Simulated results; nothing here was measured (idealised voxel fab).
Module name: voxel self aligned contacts (process module)
Each square cell in cross-section cut measures 5 nm, and the section as a whole is 225 nm wide.
Cross-section format: a grid of square cells, given as bands from top to bottom; each band is one or more rows of cells. Within each band entry, the heights of the top and of the bottom of the band appear first, in that order and in nm; the materials of the band then follow from left to right, each with its corresponding width in nm. The designation "edge to edge" on a single material indicates that it fills the band from edge to edge; the designation "blank" indicates empty space. The level at which height equals 0 is the one under which the wafer, as it arrives, is entirely one material. No lower edge exists for the bottom band, which continues downward and is notated as in "0 -> down". You'd read "30 to 40" like this: the band's top row of cells is as wide as the first number, its bottom row is as wide as the second, and going down, every row changes width by the same amount as the row before did. It should be understood that the words "remains unaltered", when stated for a given step, signify that the cross-section underwent no change in any of its cells during that step. "Sealed void listing" enumerates empty spaces isolated from the top, with no open way to it, that contain at least 8 cells, giving each as width x height at distance from the left edge, all three in nm. Heads up: the bit after the settings on a step's line is the simulator's remark on that step. overlay nm: mask right of planned place by this much (step with mask). Neg. = left.
[List of planned process steps]
1,RECEIVE | material Si
2,CONFORMAL_DEP | material SiO2 | thk nm 5
3,DIRECTIONAL_DEP | material polySi | thk nm 20
4,DIRECTIONAL_DEP | material SiN | thk nm 20
5,DIRECTIONAL_DEP | material aC | thk nm 15
6,PATTERN | tone cover | mask id GATE | material resist | width nm 35 | pitch nm 75 | thk nm 35 | overlay nm 0
7,DIRECTIONAL_ETCH | etch materials aC | depth nm 15
8,STRIP | etch materials resist
9,DIRECTIONAL_ETCH | etch materials SiN | depth nm 20
10,DIRECTIONAL_ETCH | etch materials polySi | depth nm 20
11,STRIP | etch materials aC
12,CONFORMAL_DEP | material SiN | thk nm 10
13,DIRECTIONAL_ETCH | etch materials SiN | depth nm 10
14,FILL_DEP | material SiO2 | thk nm 15
15,CMP | height nm 55
16,PATTERN | tone open | mask id CONTACT | material resist | width nm 50 | thk nm 20 | overlay nm 0
17,DIRECTIONAL_ETCH | etch materials SiO2 | depth nm 55
18,STRIP | etch materials resist
19,CONFORMAL_DEP | material TiN | thk nm 5
20,FILL_DEP | material W | thk nm 10
21,CMP | height nm 55
22,CONFORMAL_DEP | material SiCN | thk nm 5
[The cross-section here shows the wafer as received, i.e. in its state after step 1]
	0 -> down: Si edge to edge
	Sealed void listing: none
[Cross-section, first of two wafers, end of module, run as planned]
	60 -> 55: SiCN edge to edge
	55 -> 45: SiO2=85 / TiN=5 to 20 / W=40 to 10 / TiN=5 to 20 / SiO2=90
	45 -> 25: SiO2=45 / SiN=55 / TiN=5 / W=10 / TiN=5 / SiN=55 / SiO2=50
	25 -> 5: SiO2=45 / SiN=10 / polySi=35 / SiN=10 / TiN=5 / W=10 / TiN=5 / SiN=10 / polySi=35 / SiN=10 / SiO2=50
	5 -> 0: SiO2=100 / TiN=20 / SiO2=105
	0 -> down: Si edge to edge
	Sealed void listing: none
[Wafer two cross-section, module end. Start and plan unchanged from wafer one; one mistake made during the run]
	60 -> 55: SiCN edge to edge
	55 -> 45: SiO2=90 / TiN=5 to 15 / W=35 to 10 / TiN=5 to 20 / SiO2=90
	45 -> 25: SiO2=45 / SiN=55 / TiN=5 / W=10 / TiN=5 / SiN=55 / SiO2=50
	25 -> 5: SiO2=45 / SiN=10 / polySi=35 / SiN=10 / TiN=5 / W=10 / TiN=5 / SiN=10 / polySi=35 / SiN=10 / SiO2=50
	5 -> 0: SiO2=100 / TiN=20 / SiO2=105
	0 -> down: Si edge to edge
	Sealed void listing: none
Which mistake was made when the wafer was run? heads up, step 16 didn't go per plan, it actually ran as PATTERN | tone open | mask id CONTACT | material resist | width nm 45 | thk nm 20 | overlay nm 0
At the finish, the second wafer shows more or fewer cells for some materials than the first does: 2 more of SiO2; 1 fewer of TiN; 1 fewer of W
